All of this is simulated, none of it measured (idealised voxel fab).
Process module name: voxel spacer lines
Square cells of 5 nm make up the cross-section cut, whose width is 200 nm.
Throughout this document, each cross-section is represented as a grid of square cells and is presented as a sequence of bands enumerated from the top downward, where a band comprises one or more rows of cells.
Basically the band line says how high the top is and how high the bottom is, in nm, and then what's in it from left to right, every material with its width in nm. Empty space shows up as "blank", and if a single material carries "edge to edge" it runs the full band edge to edge.
Height 0 is the level under which the wafer as received is all one material. The lowest band goes on downwards, as in "0 -> down".
A two-number width, for instance "30->40", indicates that the width is equal to the first number in the top row of the band and to the second number in the bottom row, and that it changes by a constant amount per row of cells.
Take "remains unaltered" at face value: in the step it is given for, the cross-section changed in none of its cells.
The list in "Trapped voids" covers empty spaces of 8 cells or more that cannot reach the top through any open way, and it gives each as width x height at distance; the distance is from the left edge, and width, height and distance are in nm.
On a step's line, text after the settings is the simulator commenting on that step.
overlay nm, on a step with a mask: how far to the right of its planned place the mask lay; to the left if negative
**So here's the lineup of process steps we planned**
1 op RECEIVE | material Si
2 op CONFORMAL_DEP | material Al2O3 | thk nm 5
3 op DIRECTIONAL_DEP | material TiN | thk nm 15
4 op DIRECTIONAL_DEP | material aC | thk nm 25
5 op PATTERN | tone cover | mask id MANDREL | material resist | width nm 20 | pitch nm 60 | thk nm 35 | overlay nm 0
6 op DIRECTIONAL_ETCH | etch materials aC | depth nm 25
7 op STRIP | etch materials resist
8 op CONFORMAL_DEP | material SiO2 | thk nm 10
9 op DIRECTIONAL_ETCH | etch materials SiO2 | depth nm 10
10 op STRIP | etch materials aC
11 op DIRECTIONAL_ETCH | etch materials TiN | depth nm 15
12 op STRIP | etch materials SiO2
13 op FILL_DEP | material lowk | thk nm 5
14 op CMP | height nm 20
**This is the cross-section of the wafer as we received it, i.e. after step 1**
    0 -> down  Si edge to edge
    Trapped voids: none
**First of two wafers at the end of the module, shown in cross-section; run carried out as planned**
    20 -> 5  50 nm lowk, then 10 nm TiN, then 20 nm lowk, then 10 nm TiN, then 20 nm lowk, then 10 nm TiN, then 20 nm lowk, then 10 nm TiN, then 50 nm lowk
    5 -> 0  Al2O3 edge to edge
    0 -> down  Si edge to edge
    Trapped voids: none
**End of module, second wafer, cross-section. Started like the first, planned like the first, run with one mistake**
    20 -> 5  45 nm lowk, then 10 nm TiN, then 20 nm lowk, then 10 nm TiN, then 20 nm lowk, then 10 nm TiN, then 20 nm lowk, then 10 nm TiN, then 55 nm lowk
    5 -> 0  Al2O3 edge to edge
    0 -> down  Si edge to edge
    Trapped voids: none
What broke from the plan during processing? not per plan at step 5, really ran op PATTERN | tone cover | mask id MANDREL | material resist | width nm 20 | pitch nm 60 | thk nm 35 | overlay nm -5
Same inventory, different map: at the end, the second wafer holds as many cells of each material as the first, placed elsewhere.
